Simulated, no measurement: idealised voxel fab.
The process module that follows is named voxel wiring stack.
cross-section cut | 210 nm wide | cells 5 nm
The cross-sections in this document take the form of a grid made of square cells. They are written out as bands, in order from top to bottom. Each band consists of one or more rows of cells.
First you get the band's top height and its bottom height, in nm, and then the materials it's made of, left to right, with each width in nm. If you see a single material with "full width", that one covers the band edge to edge. "blank" is empty space.
Height datum 0, below which the as-received substrate wafer is one material. Lowest band open at the bottom, running downward: "0..down".
Width "30 to 40": first value at the band's top row of cells, second value at its bottom row, equal change from row to row.
What does "nothing got changed" mean for a step? It means no cell of the cross-section changed in that step.
"Enclosed void inventory" contains a list of empty spaces, each no smaller than 8 cells and without an open way to the top, written in the form width x height at distance with the distance from the left edge and all three in nm.
Read whatever lies past the settings on a step's line as the simulator's own remark about the step.
overlay nm: how far to the right of its planned place the mask lay on this masked step (negative: to the left).

Listed below are the process steps as planned:
- 1: RECEIVE (material Si)
- 2: CONFORMAL_DEP (material SiO2; thk nm 15)
- 3: DIRECTIONAL_DEP (material TiN; thk nm 5)
- 4: DIRECTIONAL_DEP (material W; thk nm 20)
- 5: DIRECTIONAL_DEP (material aC; thk nm 10)
- 6: PATTERN (tone cover; mask id METAL_1; material resist; width nm 20; pitch nm 40; thk nm 25; overlay nm 0)
- 7: DIRECTIONAL_ETCH (etch materials aC; depth nm 10)
- 8: STRIP (etch materials resist)
- 9: DIRECTIONAL_ETCH (etch materials W; depth nm 20)
- 10: DIRECTIONAL_ETCH (etch materials TiN; depth nm 5)
- 11: STRIP (etch materials aC)
- 12: CONFORMAL_DEP (material SiN; thk nm 5)
- 13: FILL_DEP (material lowk; thk nm 10)
- 14: CMP (height nm 40)
- 15: CONFORMAL_DEP (material SiCN; thk nm 5)
- 16: DIRECTIONAL_DEP (material lowk; thk nm 25)
- 17: PATTERN (tone open; mask id METAL_2; material resist; width nm 20; pitch nm 40; thk nm 15; overlay nm 0)
- 18: DIRECTIONAL_ETCH (etch materials lowk; depth nm 15)
- 19: STRIP (etch materials resist)
- 20: DIRECTIONAL_DEP (material aC; thk nm 15)
- 21: PATTERN (tone open; mask id METAL_2_HOLES; material resist; width nm 15; pitch nm 80; thk nm 30; overlay nm 0)
- 22: DIRECTIONAL_ETCH (etch materials aC; depth nm 15)
- 23: STRIP (etch materials resist)
- 24: DIRECTIONAL_ETCH (etch materials lowk; depth nm 10)
- 25: DIRECTIONAL_ETCH (etch materials SiCN; depth nm 5)
- 26: STRIP (etch materials aC)
- 27: CONFORMAL_DEP (material TiN; thk nm 5)
- 28: FILL_DEP (material Cu; thk nm 10)
- 29: CMP (height nm 70)
- 30: CONFORMAL_DEP (material SiCN; thk nm 5)
- 31: DIRECTIONAL_DEP (material lowk; thk nm 10)
- 32: MASKED_ETCH (tone open; mask id PLUG_2; width nm 15; pitch nm 80; etch materials lowk; depth nm 10; overlay nm 0)
- 33: MASKED_ETCH (tone open; mask id PLUG_2; width nm 15; pitch nm 80; etch materials SiCN; depth nm 5; overlay nm 0)
- 34: CONFORMAL_DEP (material TiN; thk nm 5)
- 35: FILL_DEP (material Cu; thk nm 10)
- 36: CMP (height nm 85)
- 37: CONFORMAL_DEP (material SiN; thk nm 5)
- 38: DIRECTIONAL_DEP (material SiO2; thk nm 20)
- 39: MASKED_ETCH (tone open; mask id METAL_3; width nm 20; pitch nm 40; etch materials SiO2; depth nm 20; overlay nm 0)
- 40: MASKED_ETCH (tone open; mask id METAL_3; width nm 20; pitch nm 40; etch materials SiN; depth nm 5; overlay nm 0)
- 41: CONFORMAL_DEP (material TiN; thk nm 5)
- 42: FILL_DEP (material Cu; thk nm 10)
- 43: CMP (height nm 110)
- 44: CONFORMAL_DEP (material SiCN; thk nm 5)
- 45: DIRECTIONAL_DEP (material lowk; thk nm 35)
- 46: PATTERN (tone open; mask id METAL_4_HOLES; material resist; width nm 15; pitch nm 40; thk nm 20; overlay nm 0)
- 47: DIRECTIONAL_ETCH (etch materials lowk; depth nm 35)
- 48: STRIP (etch materials resist)
- 49: DIRECTIONAL_DEP (material aC; thk nm 10)
- 50: PATTERN (tone open; mask id METAL_4; material resist; width nm 20; pitch nm 40; thk nm 25; overlay nm 0)
- 51: DIRECTIONAL_ETCH (etch materials aC; depth nm 10)
- 52: STRIP (etch materials resist)
- 53: DIRECTIONAL_ETCH (etch materials lowk; depth nm 20)
- 54: DIRECTIONAL_ETCH (etch materials SiCN; depth nm 5)
- 55: STRIP (etch materials aC)
- 56: CONFORMAL_DEP (material TiN; thk nm 5)
- 57: FILL_DEP (material Ru; thk nm 10)
- 58: CMP (height nm 150)
- 59: CONFORMAL_DEP (material SiN; thk nm 5)

The first of a set of two wafers, run to plan:

Cross-section, incoming material, after step 1:
- 0..down: Si full width
- Enclosed void inventory: none

So this is the wafer cross-section right after step 2:
- 15..0: SiO2 full width
- Everything under 0 stays put, no change at all.

So this is the wafer cross-section right after step 3:
- 20..15: TiN full width
- Everything under 15 stays put, no change at all.

So this is the wafer cross-section right after step 4:
- 40..20: W full width
- Everything under 20 stays put, no change at all.

So this is the wafer cross-section right after step 5:
- 50..40: aC full width
- Everything under 40 stays put, no change at all.

So this is the wafer cross-section right after step 6:
- 75..50: 55 blank | 20 resist | 20 blank | 20 resist | 20 blank | 20 resist | 55 blank
- Everything under 50 stays put, no change at all.

So this is the wafer cross-section right after step 7:
- 65..50: 55 blank | 20 resist | 20 blank | 20 resist | 20 blank | 20 resist | 55 blank
- 50..40: 55 blank | 20 aC | 20 blank | 20 aC | 20 blank | 20 aC | 55 blank
- Everything under 40 stays put, no change at all.

So this is the wafer cross-section right after step 8:
- 50..40: 55 blank | 20 aC | 20 blank | 20 aC | 20 blank | 20 aC | 55 blank
- Everything under 40 stays put, no change at all.

So this is the wafer cross-section right after step 9:
- 50..40: 55 blank | 20 aC | 20 blank | 20 aC | 20 blank | 20 aC | 55 blank
- 40..20: 55 blank | 20 W | 20 blank | 20 W | 20 blank | 20 W | 55 blank
- Everything under 20 stays put, no change at all.

So this is the wafer cross-section right after step 10:
- 50..40: 55 blank | 20 aC | 20 blank | 20 aC | 20 blank | 20 aC | 55 blank
- 40..20: 55 blank | 20 W | 20 blank | 20 W | 20 blank | 20 W | 55 blank
- 20..15: 55 blank | 20 TiN | 20 blank | 20 TiN | 20 blank | 20 TiN | 55 blank
- Everything under 15 stays put, no change at all.

So this is the wafer cross-section right after step 11:
- 40..20: 55 blank | 20 W | 20 blank | 20 W | 20 blank | 20 W | 55 blank
- Everything under 20 stays put, no change at all.

So this is the wafer cross-section right after step 12:
- 45..40: 50 blank | 30 SiN | 10 blank | 30 SiN | 10 blank | 30 SiN | 50 blank
- 40..20: 50 blank | 5 SiN | 20 W | 5 SiN | 10 blank | 5 SiN | 20 W | 5 SiN | 10 blank | 5 SiN | 20 W | 5 SiN | 50 blank
- 20..15: 55 SiN | 20 TiN | 20 SiN | 20 TiN | 20 SiN | 20 TiN | 55 SiN
- Everything under 15 stays put, no change at all.

So this is the wafer cross-section right after step 13:
- 55..45: lowk full width
- 45..40: 50 lowk | 30 SiN | 10 lowk | 30 SiN | 10 lowk | 30 SiN | 50 lowk
- 40..20: 50 lowk | 5 SiN | 20 W | 5 SiN | 10 lowk | 5 SiN | 20 W | 5 SiN | 10 lowk | 5 SiN | 20 W | 5 SiN | 50 lowk
- Everything under 20 stays put, no change at all.

So this is the wafer cross-section right after step 14:
- 40..20: 50 lowk | 5 SiN | 20 W | 5 SiN | 10 lowk | 5 SiN | 20 W | 5 SiN | 10 lowk | 5 SiN | 20 W | 5 SiN | 50 lowk
- Everything under 20 stays put, no change at all.

So this is the wafer cross-section right after step 15:
- 45..40: SiCN full width
- Everything under 40 stays put, no change at all.

So this is the wafer cross-section right after step 16:
- 70..45: lowk full width
- Everything under 45 stays put, no change at all.

So this is the wafer cross-section right after step 17:
- 85..70: 55 resist | 20 blank | 20 resist | 20 blank | 20 resist | 20 blank | 55 resist
- Everything under 70 stays put, no change at all.

So this is the wafer cross-section right after step 18:
- 85..70: 55 resist | 20 blank | 20 resist | 20 blank | 20 resist | 20 blank | 55 resist
- 70..55: 55 lowk | 20 blank | 20 lowk | 20 blank | 20 lowk | 20 blank | 55 lowk
- Everything under 55 stays put, no change at all.

So this is the wafer cross-section right after step 19:
- 70..55: 55 lowk | 20 blank | 20 lowk | 20 blank | 20 lowk | 20 blank | 55 lowk
- Everything under 55 stays put, no change at all.

So this is the wafer cross-section right after step 20:
- 85..70: 55 aC | 20 blank | 20 aC | 20 blank | 20 aC | 20 blank | 55 aC
- 70..55: 55 lowk | 20 aC | 20 lowk | 20 aC | 20 lowk | 20 aC | 55 lowk
- Everything under 55 stays put, no change at all.

So this is the wafer cross-section right after step 21:
- 115..85: 55 resist | 15 blank | 65 resist | 15 blank | 60 resist
- 85..70: 55 aC | 15 blank | 5 resist | 20 aC | 20 resist | 20 aC | 15 blank | 5 resist | 55 aC
- Everything under 70 stays put, no change at all.

So this is the wafer cross-section right after step 22:
- 100..85: 55 resist | 15 blank | 65 resist | 15 blank | 60 resist
- 85..70: 55 aC | 15 blank | 5 resist | 20 aC | 20 resist | 20 aC | 15 blank | 5 resist | 55 aC
- 70..55: 55 lowk | 15 blank | 5 aC | 20 lowk | 20 aC | 20 lowk | 15 blank | 5 aC | 55 lowk
- Everything under 55 stays put, no change at all.

So this is the wafer cross-section right after step 23:
- 85..70: 55 aC | 20 blank | 20 aC | 20 blank | 20 aC | 20 blank | 55 aC
- Everything under 70 stays put, no change at all.

So this is the wafer cross-section right after step 24:
- 85..70: 55 aC | 20 blank | 20 aC | 20 blank | 20 aC | 20 blank | 55 aC
- 70..55: 55 lowk | 15 blank | 5 aC | 20 lowk | 20 aC | 20 lowk | 15 blank | 5 aC | 55 lowk
- 55..45: 55 lowk | 15 blank | 65 lowk | 15 blank | 60 lowk
- Everything under 45 stays put, no change at all.

So this is the wafer cross-section right after step 25:
- 85..70: 55 aC | 20 blank | 20 aC | 20 blank | 20 aC | 20 blank | 55 aC
- 70..55: 55 lowk | 15 blank | 5 aC | 20 lowk | 20 aC | 20 lowk | 15 blank | 5 aC | 55 lowk
- 55..45: 55 lowk | 15 blank | 65 lowk | 15 blank | 60 lowk
- 45..40: 55 SiCN | 15 blank | 65 SiCN | 15 blank | 60 SiCN
- Everything under 40 stays put, no change at all.

So this is the wafer cross-section right after step 26:
- 70..55: 55 lowk | 20 blank | 20 lowk | 20 blank | 20 lowk | 20 blank | 55 lowk
- Everything under 55 stays put, no change at all.

So this is the wafer cross-section right after step 27:
- 75..70: 60 TiN | 10 blank | 30 TiN | 10 blank | 30 TiN | 10 blank | 60 TiN
- 70..60: 55 lowk | 5 TiN | 10 blank | 5 TiN | 20 lowk | 5 TiN | 10 blank | 5 TiN | 20 lowk | 5 TiN | 10 blank | 5 TiN | 55 lowk
- 60..55: 55 lowk | 5 TiN | 5 blank | 10 TiN | 20 lowk | 20 TiN | 20 lowk | 5 TiN | 5 blank | 10 TiN | 55 lowk
- 55..45: 55 lowk | 5 TiN | 5 blank | 5 TiN | 65 lowk | 5 TiN | 5 blank | 5 TiN | 60 lowk
- 45..40: 55 SiCN | 15 TiN | 65 SiCN | 15 TiN | 60 SiCN
- Everything under 40 stays put, no change at all.

So this is the wafer cross-section right after step 28:
- 85..75: Cu full width
- 75..70: 60 TiN | 10 Cu | 30 TiN | 10 Cu | 30 TiN | 10 Cu | 60 TiN
- 70..60: 55 lowk | 5 TiN | 10 Cu | 5 TiN | 20 lowk | 5 TiN | 10 Cu | 5 TiN | 20 lowk | 5 TiN | 10 Cu | 5 TiN | 55 lowk
- 60..55: 55 lowk | 5 TiN | 5 Cu | 10 TiN | 20 lowk | 20 TiN | 20 lowk | 5 TiN | 5 Cu | 10 TiN | 55 lowk
- 55..45: 55 lowk | 5 TiN | 5 Cu | 5 TiN | 65 lowk | 5 TiN | 5 Cu | 5 TiN | 60 lowk
- Everything under 45 stays put, no change at all.

So this is the wafer cross-section right after step 29:
- 70..60: 55 lowk | 5 TiN | 10 Cu | 5 TiN | 20 lowk | 5 TiN | 10 Cu | 5 TiN | 20 lowk | 5 TiN | 10 Cu | 5 TiN | 55 lowk
- Everything under 60 stays put, no change at all.

So this is the wafer cross-section right after step 30:
- 75..70: SiCN full width
- Everything under 70 stays put, no change at all.

So this is the wafer cross-section right after step 31:
- 85..75: lowk full width
- Everything under 75 stays put, no change at all.

So this is the wafer cross-section right after step 32:
- 85..75: 55 lowk | 15 blank | 65 lowk | 15 blank | 60 lowk
- Everything under 75 stays put, no change at all.

So this is the wafer cross-section right after step 33:
- 85..75: 55 lowk | 15 blank | 65 lowk | 15 blank | 60 lowk
- 75..70: 55 SiCN | 15 blank | 65 SiCN | 15 blank | 60 SiCN
- Everything under 70 stays put, no change at all.

So this is the wafer cross-section right after step 34:
- 90..85: 60 TiN | 5 blank | 75 TiN | 5 blank | 65 TiN
- 85..75: 55 lowk | 5 TiN | 5 blank | 5 TiN | 65 lowk | 5 TiN | 5 blank | 5 TiN | 60 lowk
- 75..70: 55 SiCN | 15 TiN | 65 SiCN | 15 TiN | 60 SiCN
- Everything under 70 stays put, no change at all.

So this is the wafer cross-section right after step 35:
- 100..90: Cu full width
- 90..85: 60 TiN | 5 Cu | 75 TiN | 5 Cu | 65 TiN
- 85..75: 55 lowk | 5 TiN | 5 Cu | 5 TiN | 65 lowk | 5 TiN | 5 Cu | 5 TiN | 60 lowk
- Everything under 75 stays put, no change at all.

So this is the wafer cross-section right after step 36:
- 85..75: 55 lowk | 5 TiN | 5 Cu | 5 TiN | 65 lowk | 5 TiN | 5 Cu | 5 TiN | 60 lowk
- Everything under 75 stays put, no change at all.

So this is the wafer cross-section right after step 37:
- 90..85: SiN full width
- Everything under 85 stays put, no change at all.

So this is the wafer cross-section right after step 38:
- 110..90: SiO2 full width
- Everything under 90 stays put, no change at all.

So this is the wafer cross-section right after step 39:
- 110..90: 55 SiO2 | 20 blank | 20 SiO2 | 20 blank | 20 SiO2 | 20 blank | 55 SiO2
- Everything under 90 stays put, no change at all.

So this is the wafer cross-section right after step 40:
- 110..90: 55 SiO2 | 20 blank | 20 SiO2 | 20 blank | 20 SiO2 | 20 blank | 55 SiO2
- 90..85: 55 SiN | 20 blank | 20 SiN | 20 blank | 20 SiN | 20 blank | 55 SiN
- Everything under 85 stays put, no change at all.

So this is the wafer cross-section right after step 41:
- 115..110: 60 TiN | 10 blank | 30 TiN | 10 blank | 30 TiN | 10 blank | 60 TiN
- 110..90: 55 SiO2 | 5 TiN | 10 blank | 5 TiN | 20 SiO2 | 5 TiN | 10 blank | 5 TiN | 20 SiO2 | 5 TiN | 10 blank | 5 TiN | 55 SiO2
- 90..85: 55 SiN | 20 TiN | 20 SiN | 20 TiN | 20 SiN | 20 TiN | 55 SiN
- Everything under 85 stays put, no change at all.

So this is the wafer cross-section right after step 42:
- 125..115: Cu full width
- 115..110: 60 TiN | 10 Cu | 30 TiN | 10 Cu | 30 TiN | 10 Cu | 60 TiN
- 110..90: 55 SiO2 | 5 TiN | 10 Cu | 5 TiN | 20 SiO2 | 5 TiN | 10 Cu | 5 TiN | 20 SiO2 | 5 TiN | 10 Cu | 5 TiN | 55 SiO2
- Everything under 90 stays put, no change at all.

So this is the wafer cross-section right after step 43:
- 110..90: 55 SiO2 | 5 TiN | 10 Cu | 5 TiN | 20 SiO2 | 5 TiN | 10 Cu | 5 TiN | 20 SiO2 | 5 TiN | 10 Cu | 5 TiN | 55 SiO2
- Everything under 90 stays put, no change at all.

So this is the wafer cross-section right after step 44:
- 115..110: SiCN full width
- Everything under 110 stays put, no change at all.

So this is the wafer cross-section right after step 45:
- 150..115: lowk full width
- Everything under 115 stays put, no change at all.

So this is the wafer cross-section right after step 46:
- 170..150: 55 resist | 15 blank | 25 resist | 15 blank | 25 resist | 15 blank | 60 resist
- Everything under 150 stays put, no change at all.

So this is the wafer cross-section right after step 47:
- 170..150: 55 resist | 15 blank | 25 resist | 15 blank | 25 resist | 15 blank | 60 resist
- 150..115: 55 lowk | 15 blank | 25 lowk | 15 blank | 25 lowk | 15 blank | 60 lowk
- Everything under 115 stays put, no change at all.

So this is the wafer cross-section right after step 48:
- 150..115: 55 lowk | 15 blank | 25 lowk | 15 blank | 25 lowk | 15 blank | 60 lowk
- Everything under 115 stays put, no change at all.

So this is the wafer cross-section right after step 49:
- 160..150: 55 aC | 15 blank | 25 aC | 15 blank | 25 aC | 15 blank | 60 aC
- 150..125: 55 lowk | 15 blank | 25 lowk | 15 blank | 25 lowk | 15 blank | 60 lowk
- 125..115: 55 lowk | 15 aC | 25 lowk | 15 aC | 25 lowk | 15 aC | 60 lowk
- Everything under 115 stays put, no change at all.

So this is the wafer cross-section right after step 50:
- 185..160: 55 resist | 20 blank | 20 resist | 20 blank | 20 resist | 20 blank | 55 resist
- Everything under 160 stays put, no change at all.

So this is the wafer cross-section right after step 51:
- 175..160: 55 resist | 20 blank | 20 resist | 20 blank | 20 resist | 20 blank | 55 resist
- 160..150: 55 aC | 20 blank | 20 aC | 20 blank | 20 aC | 20 blank | 55 aC
- 150..115: 55 lowk | 15 blank | 25 lowk | 15 blank | 25 lowk | 15 blank | 60 lowk
- Everything under 115 stays put, no change at all.

So this is the wafer cross-section right after step 52:
- 160..150: 55 aC | 20 blank | 20 aC | 20 blank | 20 aC | 20 blank | 55 aC
- Everything under 150 stays put, no change at all.

So this is the wafer cross-section right after step 53:
- 160..150: 55 aC | 20 blank | 20 aC | 20 blank | 20 aC | 20 blank | 55 aC
- 150..130: 55 lowk | 20 blank | 20 lowk | 20 blank | 20 lowk | 20 blank | 55 lowk
- Everything under 130 stays put, no change at all.

So this is the wafer cross-section right after step 54:
- 160..150: 55 aC | 20 blank | 20 aC | 20 blank | 20 aC | 20 blank | 55 aC
- 150..130: 55 lowk | 20 blank | 20 lowk | 20 blank | 20 lowk | 20 blank | 55 lowk
- 130..115: 55 lowk | 15 blank | 25 lowk | 15 blank | 25 lowk | 15 blank | 60 lowk
- 115..110: 55 SiCN | 15 blank | 25 SiCN | 15 blank | 25 SiCN | 15 blank | 60 SiCN
- Everything under 110 stays put, no change at all.

So this is the wafer cross-section right after step 55:
- 150..130: 55 lowk | 20 blank | 20 lowk | 20 blank | 20 lowk | 20 blank | 55 lowk
- Everything under 130 stays put, no change at all.

So this is the wafer cross-section right after step 56:
- 155..150: 60 TiN | 10 blank | 30 TiN | 10 blank | 30 TiN | 10 blank | 60 TiN
- 150..135: 55 lowk | 5 TiN | 10 blank | 5 TiN | 20 lowk | 5 TiN | 10 blank | 5 TiN | 20 lowk | 5 TiN | 10 blank | 5 TiN | 55 lowk
- 135..130: 55 lowk | 5 TiN | 5 blank | 10 TiN | 20 lowk | 5 TiN | 5 blank | 10 TiN | 20 lowk | 5 TiN | 5 blank | 10 TiN | 55 lowk
- 130..115: 55 lowk | 5 TiN | 5 blank | 5 TiN | 25 lowk | 5 TiN | 5 blank | 5 TiN | 25 lowk | 5 TiN | 5 blank | 5 TiN | 60 lowk
- 115..110: 55 SiCN | 15 TiN | 25 SiCN | 15 TiN | 25 SiCN | 15 TiN | 60 SiCN
- Everything under 110 stays put, no change at all.

So this is the wafer cross-section right after step 57:
- 165..155: Ru full width
- 155..150: 60 TiN | 10 Ru | 30 TiN | 10 Ru | 30 TiN | 10 Ru | 60 TiN
- 150..135: 55 lowk | 5 TiN | 10 Ru | 5 TiN | 20 lowk | 5 TiN | 10 Ru | 5 TiN | 20 lowk | 5 TiN | 10 Ru | 5 TiN | 55 lowk
- 135..130: 55 lowk | 5 TiN | 5 Ru | 10 TiN | 20 lowk | 5 TiN | 5 Ru | 10 TiN | 20 lowk | 5 TiN | 5 Ru | 10 TiN | 55 lowk
- 130..115: 55 lowk | 5 TiN | 5 Ru | 5 TiN | 25 lowk | 5 TiN | 5 Ru | 5 TiN | 25 lowk | 5 TiN | 5 Ru | 5 TiN | 60 lowk
- Everything under 115 stays put, no change at all.

So this is the wafer cross-section right after step 58:
- 150..135: 55 lowk | 5 TiN | 10 Ru | 5 TiN | 20 lowk | 5 TiN | 10 Ru | 5 TiN | 20 lowk | 5 TiN | 10 Ru | 5 TiN | 55 lowk
- Everything under 135 stays put, no change at all.

So this is the wafer cross-section right after step 59:
- 155..150: SiN full width
- Everything under 150 stays put, no change at all.

Notes, second wafer: start = first wafer's, plan = first wafer's, execution had one mistake; history identical to first through step 45:

X-section, second wafer, when step 46 was due to finish:
- 170..150: 60 resist | 15 blank | 25 resist | 15 blank | 25 resist | 15 blank | 55 resist
- Everything under 150 stays put, no change at all.

X-section, second wafer, when step 47 was due to finish:
- 170..150: 60 resist | 15 blank | 25 resist | 15 blank | 25 resist | 15 blank | 55 resist
- 150..115: 60 lowk | 15 blank | 25 lowk | 15 blank | 25 lowk | 15 blank | 55 lowk
- Everything under 115 stays put, no change at all.

X-section, second wafer, when step 48 was due to finish:
- 150..115: 60 lowk | 15 blank | 25 lowk | 15 blank | 25 lowk | 15 blank | 55 lowk
- Everything under 115 stays put, no change at all.

X-section, second wafer, when step 49 was due to finish:
- 160..150: 60 aC | 15 blank | 25 aC | 15 blank | 25 aC | 15 blank | 55 aC
- 150..125: 60 lowk | 15 blank | 25 lowk | 15 blank | 25 lowk | 15 blank | 55 lowk
- 125..115: 60 lowk | 15 aC | 25 lowk | 15 aC | 25 lowk | 15 aC | 55 lowk
- Everything under 115 stays put, no change at all.

X-section, second wafer, when step 50 was due to finish:
- 185..160: 55 resist | 20 blank | 20 resist | 20 blank | 20 resist | 20 blank | 55 resist
- Everything under 160 stays put, no change at all.

X-section, second wafer, when step 51 was due to finish:
- 175..160: 55 resist | 20 blank | 20 resist | 20 blank | 20 resist | 20 blank | 55 resist
- 160..150: 55 aC | 20 blank | 20 aC | 20 blank | 20 aC | 20 blank | 55 aC
- 150..115: 60 lowk | 15 blank | 25 lowk | 15 blank | 25 lowk | 15 blank | 55 lowk
- Everything under 115 stays put, no change at all.

X-section, second wafer, when step 52 was due to finish:
- 160..150: 55 aC | 20 blank | 20 aC | 20 blank | 20 aC | 20 blank | 55 aC
- Everything under 150 stays put, no change at all.

X-section, second wafer, when step 53 was due to finish:
- 160..150: 55 aC | 20 blank | 20 aC | 20 blank | 20 aC | 20 blank | 55 aC
- 150..130: 55 lowk | 20 blank | 20 lowk | 20 blank | 20 lowk | 20 blank | 55 lowk
- Everything under 130 stays put, no change at all.

X-section, second wafer, when step 54 was due to finish:
- 160..150: 55 aC | 20 blank | 20 aC | 20 blank | 20 aC | 20 blank | 55 aC
- 150..130: 55 lowk | 20 blank | 20 lowk | 20 blank | 20 lowk | 20 blank | 55 lowk
- 130..115: 60 lowk | 15 blank | 25 lowk | 15 blank | 25 lowk | 15 blank | 55 lowk
- 115..110: 60 SiCN | 15 blank | 25 SiCN | 15 blank | 25 SiCN | 15 blank | 55 SiCN
- Everything under 110 stays put, no change at all.

X-section, second wafer, when step 55 was due to finish:
- 150..130: 55 lowk | 20 blank | 20 lowk | 20 blank | 20 lowk | 20 blank | 55 lowk
- Everything under 130 stays put, no change at all.

X-section, second wafer, when step 56 was due to finish:
- 155..150: 60 TiN | 10 blank | 30 TiN | 10 blank | 30 TiN | 10 blank | 60 TiN
- 150..135: 55 lowk | 5 TiN | 10 blank | 5 TiN | 20 lowk | 5 TiN | 10 blank | 5 TiN | 20 lowk | 5 TiN | 10 blank | 5 TiN | 55 lowk
- 135..130: 55 lowk | 10 TiN | 5 blank | 5 TiN | 20 lowk | 10 TiN | 5 blank | 5 TiN | 20 lowk | 10 TiN | 5 blank | 5 TiN | 55 lowk
- 130..115: 60 lowk | 5 TiN | 5 blank | 5 TiN | 25 lowk | 5 TiN | 5 blank | 5 TiN | 25 lowk | 5 TiN | 5 blank | 5 TiN | 55 lowk
- 115..110: 60 SiCN | 15 TiN | 25 SiCN | 15 TiN | 25 SiCN | 15 TiN | 55 SiCN
- Everything under 110 stays put, no change at all.

X-section, second wafer, when step 57 was due to finish:
- 165..155: Ru full width
- 155..150: 60 TiN | 10 Ru | 30 TiN | 10 Ru | 30 TiN | 10 Ru | 60 TiN
- 150..135: 55 lowk | 5 TiN | 10 Ru | 5 TiN | 20 lowk | 5 TiN | 10 Ru | 5 TiN | 20 lowk | 5 TiN | 10 Ru | 5 TiN | 55 lowk
- 135..130: 55 lowk | 10 TiN | 5 Ru | 5 TiN | 20 lowk | 10 TiN | 5 Ru | 5 TiN | 20 lowk | 10 TiN | 5 Ru | 5 TiN | 55 lowk
- 130..115: 60 lowk | 5 TiN | 5 Ru | 5 TiN | 25 lowk | 5 TiN | 5 Ru | 5 TiN | 25 lowk | 5 TiN | 5 Ru | 5 TiN | 55 lowk
- Everything under 115 stays put, no change at all.

X-section, second wafer, when step 58 was due to finish:
- 150..135: 55 lowk | 5 TiN | 10 Ru | 5 TiN | 20 lowk | 5 TiN | 10 Ru | 5 TiN | 20 lowk | 5 TiN | 10 Ru | 5 TiN | 55 lowk
- Everything under 135 stays put, no change at all.

X-section, second wafer, when step 59 was due to finish:
- 155..150: SiN full width
- Everything under 150 stays put, no change at all.
Heads up, the wafer didn't run the way we planned it: in deviation from the planned setting, step 46 was conducted as PATTERN (tone open; mask id METAL_4_HOLES; material resist; width nm 15; pitch nm 40; thk nm 20; overlay nm 5)
Cell counts per material: same on both final wafers. Positions: different.
